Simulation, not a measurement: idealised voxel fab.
Proc. module: voxel double patterning
Square cell edge 5 nm, section width 290 nm, ID cut.
The cross-sections in this document take the form of a grid made of square cells. They are written out as bands, in order from top to bottom. Each band consists of one or more rows of cells. The band entry comprises the height of the band's top followed by the height of its bottom, expressed in nm, and subsequently the band's materials from left to right, each stated together with its width in nm. Where a single material is marked with the word "full width", that material fills the band from edge to edge. The word "empty" represents empty space. Heads up on the height convention: 0 is the point under which the incoming wafer is all one material, and the lowest band has no bottom, it just keeps going down, like "from 0 down". The expression "30..40" gives the width at the extremes of the band, the first number at its top row of cells and the second at its bottom row, with the width changing by equal amounts from each row to the next in between. "changes: none" means the step left every cell of the cross-section as it was. Reported under the label "Closed void catalog" are the empty spaces having no open way to the top and comprising 8 cells or more; the notation for each is width x height at distance, in which the distance is measured from the left edge and all three values are in nm. Step line, after settings: the simulator's comment on this step. "overlay nm" answers the question of how far to the right of plan the mask lay on a step that has a mask, and when it is negative the answer is to the left.

[Steps in the process plan]
1 RECEIVE, material Si
2 CONFORMAL_DEP, material SiO2, thk nm 5
3 DIRECTIONAL_DEP, material TiN, thk nm 20
4 DIRECTIONAL_DEP, material SiCN, thk nm 10
5 DIRECTIONAL_DEP, material aC, thk nm 10
6 PATTERN, tone open, mask id FIRST, material resist, width nm 15, pitch nm 50, thk nm 25, overlay nm 0
7 DIRECTIONAL_ETCH, etch materials aC, depth nm 10
8 STRIP, etch materials resist
9 DIRECTIONAL_ETCH, etch materials SiCN, depth nm 10
10 STRIP, etch materials aC
11 DIRECTIONAL_DEP, material aC, thk nm 15
12 PATTERN, tone open, mask id SECOND, material resist, width nm 15, pitch nm 50, thk nm 35, overlay nm 0
13 DIRECTIONAL_ETCH, etch materials aC, depth nm 15
14 STRIP, etch materials resist
15 DIRECTIONAL_ETCH, etch materials SiCN, depth nm 10
16 STRIP, etch materials aC
17 DIRECTIONAL_ETCH, etch materials TiN, depth nm 20
18 STRIP, etch materials SiCN

[Below: the first of two wafers, run as planned]

[Cross-section of the wafer upon arrival, representing the state reached after step 1]
> from 0 down  Si full width
> Closed void catalog: none

[So this is the wafer cross-section right after step 2]
> from 5 to 0  SiO2 full width
> For the remainder of the cross-section, below 0, there is no change.

[So this is the wafer cross-section right after step 3]
> from 25 to 5  TiN full width
> For the remainder of the cross-section, below 5, there is no change.

[So this is the wafer cross-section right after step 4]
> from 35 to 25  SiCN full width
> For the remainder of the cross-section, below 25, there is no change.

[So this is the wafer cross-section right after step 5]
> from 45 to 35  aC full width
> For the remainder of the cross-section, below 35, there is no change.

[So this is the wafer cross-section right after step 6]
> from 70 to 45  85 of resist, then 15 of empty, then 35 of resist, then 15 of empty, then 35 of resist, then 15 of empty, then 90 of resist
> For the remainder of the cross-section, below 45, there is no change.

[So this is the wafer cross-section right after step 7]
> from 60 to 45  85 of resist, then 15 of empty, then 35 of resist, then 15 of empty, then 35 of resist, then 15 of empty, then 90 of resist
> from 45 to 35  85 of aC, then 15 of empty, then 35 of aC, then 15 of empty, then 35 of aC, then 15 of empty, then 90 of aC
> For the remainder of the cross-section, below 35, there is no change.

[So this is the wafer cross-section right after step 8]
> from 45 to 35  85 of aC, then 15 of empty, then 35 of aC, then 15 of empty, then 35 of aC, then 15 of empty, then 90 of aC
> For the remainder of the cross-section, below 35, there is no change.

[So this is the wafer cross-section right after step 9]
> from 45 to 35  85 of aC, then 15 of empty, then 35 of aC, then 15 of empty, then 35 of aC, then 15 of empty, then 90 of aC
> from 35 to 25  85 of SiCN, then 15 of empty, then 35 of SiCN, then 15 of empty, then 35 of SiCN, then 15 of empty, then 90 of SiCN
> For the remainder of the cross-section, below 25, there is no change.

[So this is the wafer cross-section right after step 10]
> from 35 to 25  85 of SiCN, then 15 of empty, then 35 of SiCN, then 15 of empty, then 35 of SiCN, then 15 of empty, then 90 of SiCN
> For the remainder of the cross-section, below 25, there is no change.

[So this is the wafer cross-section right after step 11]
> from 50 to 40  85 of aC, then 15 of empty, then 35 of aC, then 15 of empty, then 35 of aC, then 15 of empty, then 90 of aC
> from 40 to 35  aC full width
> from 35 to 25  85 of SiCN, then 15 of aC, then 35 of SiCN, then 15 of aC, then 35 of SiCN, then 15 of aC, then 90 of SiCN
> For the remainder of the cross-section, below 25, there is no change.

[So this is the wafer cross-section right after step 12]
> from 85 to 50  110 of resist, then 15 of empty, then 35 of resist, then 15 of empty, then 115 of resist
> from 50 to 40  85 of aC, then 15 of resist, then 35 of aC, then 15 of resist, then 35 of aC, then 15 of resist, then 90 of aC
> For the remainder of the cross-section, below 40, there is no change.

[So this is the wafer cross-section right after step 13]
> from 70 to 50  110 of resist, then 15 of empty, then 35 of resist, then 15 of empty, then 115 of resist
> from 50 to 40  85 of aC, then 15 of resist, then 10 of aC, then 15 of empty, then 10 of aC, then 15 of resist, then 10 of aC, then 15 of empty, then 10 of aC, then 15 of resist, then 90 of aC
> from 40 to 35  110 of aC, then 15 of empty, then 35 of aC, then 15 of empty, then 115 of aC
> For the remainder of the cross-section, below 35, there is no change.

[So this is the wafer cross-section right after step 14]
> from 50 to 40  85 of aC, then 15 of empty, then 10 of aC, then 15 of empty, then 10 of aC, then 15 of empty, then 10 of aC, then 15 of empty, then 10 of aC, then 15 of empty, then 90 of aC
> For the remainder of the cross-section, below 40, there is no change.

[So this is the wafer cross-section right after step 15]
> from 50 to 40  85 of aC, then 15 of empty, then 10 of aC, then 15 of empty, then 10 of aC, then 15 of empty, then 10 of aC, then 15 of empty, then 10 of aC, then 15 of empty, then 90 of aC
> from 40 to 35  110 of aC, then 15 of empty, then 35 of aC, then 15 of empty, then 115 of aC
> from 35 to 25  85 of SiCN, then 15 of aC, then 10 of SiCN, then 15 of empty, then 10 of SiCN, then 15 of aC, then 10 of SiCN, then 15 of empty, then 10 of SiCN, then 15 of aC, then 90 of SiCN
> For the remainder of the cross-section, below 25, there is no change.

[So this is the wafer cross-section right after step 16]
> from 35 to 25  85 of SiCN, then 15 of empty, then 10 of SiCN, then 15 of empty, then 10 of SiCN, then 15 of empty, then 10 of SiCN, then 15 of empty, then 10 of SiCN, then 15 of empty, then 90 of SiCN
> For the remainder of the cross-section, below 25, there is no change.

[So this is the wafer cross-section right after step 17]
> from 35 to 25  85 of SiCN, then 15 of empty, then 10 of SiCN, then 15 of empty, then 10 of SiCN, then 15 of empty, then 10 of SiCN, then 15 of empty, then 10 of SiCN, then 15 of empty, then 90 of SiCN
> from 25 to 5  85 of TiN, then 15 of empty, then 10 of TiN, then 15 of empty, then 10 of TiN, then 15 of empty, then 10 of TiN, then 15 of empty, then 10 of TiN, then 15 of empty, then 90 of TiN
> For the remainder of the cross-section, below 5, there is no change.

[So this is the wafer cross-section right after step 18]
> from 25 to 5  85 of TiN, then 15 of empty, then 10 of TiN, then 15 of empty, then 10 of TiN, then 15 of empty, then 10 of TiN, then 15 of empty, then 10 of TiN, then 15 of empty, then 90 of TiN
> For the remainder of the cross-section, below 5, there is no change.

[Wafer two: like wafer one in start and plan, but with one mistake in execution; identical up to and including step 5]

[The second wafer in cross-section, at the planned close of step 6]
> from 70 to 45  90 of resist, then 15 of empty, then 35 of resist, then 15 of empty, then 35 of resist, then 15 of empty, then 85 of resist
> For the remainder of the cross-section, below 45, there is no change.

[The second wafer in cross-section, at the planned close of step 7]
> from 60 to 45  90 of resist, then 15 of empty, then 35 of resist, then 15 of empty, then 35 of resist, then 15 of empty, then 85 of resist
> from 45 to 35  90 of aC, then 15 of empty, then 35 of aC, then 15 of empty, then 35 of aC, then 15 of empty, then 85 of aC
> For the remainder of the cross-section, below 35, there is no change.

[The second wafer in cross-section, at the planned close of step 8]
> from 45 to 35  90 of aC, then 15 of empty, then 35 of aC, then 15 of empty, then 35 of aC, then 15 of empty, then 85 of aC
> For the remainder of the cross-section, below 35, there is no change.

[The second wafer in cross-section, at the planned close of step 9]
> from 45 to 35  90 of aC, then 15 of empty, then 35 of aC, then 15 of empty, then 35 of aC, then 15 of empty, then 85 of aC
> from 35 to 25  90 of SiCN, then 15 of empty, then 35 of SiCN, then 15 of empty, then 35 of SiCN, then 15 of empty, then 85 of SiCN
> For the remainder of the cross-section, below 25, there is no change.

[The second wafer in cross-section, at the planned close of step 10]
> from 35 to 25  90 of SiCN, then 15 of empty, then 35 of SiCN, then 15 of empty, then 35 of SiCN, then 15 of empty, then 85 of SiCN
> For the remainder of the cross-section, below 25, there is no change.

[The second wafer in cross-section, at the planned close of step 11]
> from 50 to 40  90 of aC, then 15 of empty, then 35 of aC, then 15 of empty, then 35 of aC, then 15 of empty, then 85 of aC
> from 40 to 35  aC full width
> from 35 to 25  90 of SiCN, then 15 of aC, then 35 of SiCN, then 15 of aC, then 35 of SiCN, then 15 of aC, then 85 of SiCN
> For the remainder of the cross-section, below 25, there is no change.

[The second wafer in cross-section, at the planned close of step 12]
> from 85 to 50  110 of resist, then 15 of empty, then 35 of resist, then 15 of empty, then 115 of resist
> from 50 to 40  90 of aC, then 15 of resist, then 35 of aC, then 15 of resist, then 35 of aC, then 15 of resist, then 85 of aC
> For the remainder of the cross-section, below 40, there is no change.

[The second wafer in cross-section, at the planned close of step 13]
> from 70 to 50  110 of resist, then 15 of empty, then 35 of resist, then 15 of empty, then 115 of resist
> from 50 to 40  90 of aC, then 15 of resist, then 5 of aC, then 15 of empty, then 15 of aC, then 15 of resist, then 5 of aC, then 15 of empty, then 15 of aC, then 15 of resist, then 85 of aC
> from 40 to 35  110 of aC, then 15 of empty, then 35 of aC, then 15 of empty, then 115 of aC
> For the remainder of the cross-section, below 35, there is no change.

[The second wafer in cross-section, at the planned close of step 14]
> from 50 to 40  90 of aC, then 15 of empty, then 5 of aC, then 15 of empty, then 15 of aC, then 15 of empty, then 5 of aC, then 15 of empty, then 15 of aC, then 15 of empty, then 85 of aC
> For the remainder of the cross-section, below 40, there is no change.

[The second wafer in cross-section, at the planned close of step 15]
> from 50 to 40  90 of aC, then 15 of empty, then 5 of aC, then 15 of empty, then 15 of aC, then 15 of empty, then 5 of aC, then 15 of empty, then 15 of aC, then 15 of empty, then 85 of aC
> from 40 to 35  110 of aC, then 15 of empty, then 35 of aC, then 15 of empty, then 115 of aC
> from 35 to 25  90 of SiCN, then 15 of aC, then 5 of SiCN, then 15 of empty, then 15 of SiCN, then 15 of aC, then 5 of SiCN, then 15 of empty, then 15 of SiCN, then 15 of aC, then 85 of SiCN
> For the remainder of the cross-section, below 25, there is no change.

[The second wafer in cross-section, at the planned close of step 16]
> from 35 to 25  90 of SiCN, then 15 of empty, then 5 of SiCN, then 15 of empty, then 15 of SiCN, then 15 of empty, then 5 of SiCN, then 15 of empty, then 15 of SiCN, then 15 of empty, then 85 of SiCN
> For the remainder of the cross-section, below 25, there is no change.

[The second wafer in cross-section, at the planned close of step 17]
> from 35 to 25  90 of SiCN, then 15 of empty, then 5 of SiCN, then 15 of empty, then 15 of SiCN, then 15 of empty, then 5 of SiCN, then 15 of empty, then 15 of SiCN, then 15 of empty, then 85 of SiCN
> from 25 to 5  90 of TiN, then 15 of empty, then 5 of TiN, then 15 of empty, then 15 of TiN, then 15 of empty, then 5 of TiN, then 15 of empty, then 15 of TiN, then 15 of empty, then 85 of TiN
> For the remainder of the cross-section, below 5, there is no change.

[The second wafer in cross-section, at the planned close of step 18]
> from 25 to 5  90 of TiN, then 15 of empty, then 5 of TiN, then 15 of empty, then 15 of TiN, then 15 of empty, then 5 of TiN, then 15 of empty, then 15 of TiN, then 15 of empty, then 85 of TiN
> For the remainder of the cross-section, below 5, there is no change.
What was done differently from what was planned? step 6 ran differently from the plan; actual operation with settings: PATTERN, tone open, mask id FIRST, material resist, width nm 15, pitch nm 50, thk nm 25, overlay nm 5
Tallied in cells, the final second wafer holds each material in the same quantity as the first, although not at the same places.
